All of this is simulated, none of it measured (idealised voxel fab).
process module | voxel wiring stack
cross-section cut | 165 nm wide | cells 5 nm
A cross-section is a grid of square cells, given in bands from the top down. A band is one or more rows of cells.
Each band's line starts with the height of the band's top and of its bottom, in nm. Then come its materials from left to right, each with its width in nm. One material with "throughout" fills the band from edge to edge. "air" is empty space.
Height 0 is the level under which the wafer as received is all one material. The lowest band goes on downwards, as in "0 down".
A width such as "30 to 40" changes by the same amount from each row of cells to the next, from the band's top row to its bottom row.
"no change" after a step means that no cell of the cross-section changed.
closed voids: empty space of 8 cells or more with no open way to the top, each as width x height at its distance from the left edge, in nm
after a step's settings: what the simulator itself notes on the step
overlay nm, on a step with a mask: how far to the right of its planned place the mask lay; to the left if negative
plan
1 op RECEIVE | material Si
2 op CONFORMAL_DEP | material SiO2 | thk nm 10
3 op DIRECTIONAL_DEP | material TiN | thk nm 5
4 op DIRECTIONAL_DEP | material W | thk nm 25
5 op DIRECTIONAL_DEP | material aC | thk nm 10
6 op PATTERN | tone cover | mask id METAL_1 | material resist | width nm 20 | pitch nm 35 | thk nm 25 | overlay nm -5
7 op DIRECTIONAL_ETCH | etch materials aC | depth nm 10
8 op STRIP | etch materials resist
9 op DIRECTIONAL_ETCH | etch materials W | depth nm 25
10 op DIRECTIONAL_ETCH | etch materials TiN | depth nm 5
11 op STRIP | etch materials aC
12 op CONFORMAL_DEP | material SiN | thk nm 5
13 op FILL_DEP | material lowk | thk nm 10
14 op CMP | height nm 40
15 op CONFORMAL_DEP | material SiCN | thk nm 5
16 op DIRECTIONAL_DEP | material SiO2 | thk nm 15
17 op PATTERN | tone open | mask id PLUG_1 | material resist | width nm 15 | pitch nm 70 | thk nm 15 | overlay nm 0
18 op DIRECTIONAL_ETCH | etch materials SiO2 | depth nm 15
19 op DIRECTIONAL_ETCH | etch materials SiCN | depth nm 5
20 op STRIP | etch materials resist
21 op CONFORMAL_DEP | material TiN | thk nm 5
22 op FILL_DEP | material Cu | thk nm 5
23 op CMP | height nm 60
24 op DIRECTIONAL_DEP | material TiN | thk nm 5
25 op DIRECTIONAL_DEP | material Ru | thk nm 25
26 op PATTERN | tone cover | mask id METAL_2 | material resist | width nm 20 | pitch nm 35 | thk nm 20 | overlay nm 0
27 op DIRECTIONAL_ETCH | etch materials Ru | depth nm 25
28 op DIRECTIONAL_ETCH | etch materials TiN | depth nm 5
29 op STRIP | etch materials resist
30 op FILL_DEP | material SiO2 | thk nm 5
31 op CMP | height nm 90
32 op CONFORMAL_DEP | material SiN | thk nm 5
varied across the wafers: overlay nm of step 6. The plan shows the first wafer's value. All wafers start alike
first wafer as received, after step 1
  0 down: Si throughout
  closed voids: none
each wafer at the end: cells of each material gained (+) or lost (-) since it was received, then its closed voids
overlay nm -5 | +6 Cu | +80 Ru | +27 SiCN | +90 SiN | +249 SiO2 | +50 TiN | +80 W | +45 lowk | closed voids: none
overlay nm 0 | +6 Cu | +80 Ru | +27 SiCN | +90 SiN | +249 SiO2 | +50 TiN | +80 W | +45 lowk | closed voids: none
overlay nm 5 | +6 Cu | +80 Ru | +27 SiCN | +90 SiN | +249 SiO2 | +50 TiN | +80 W | +45 lowk | closed voids: none
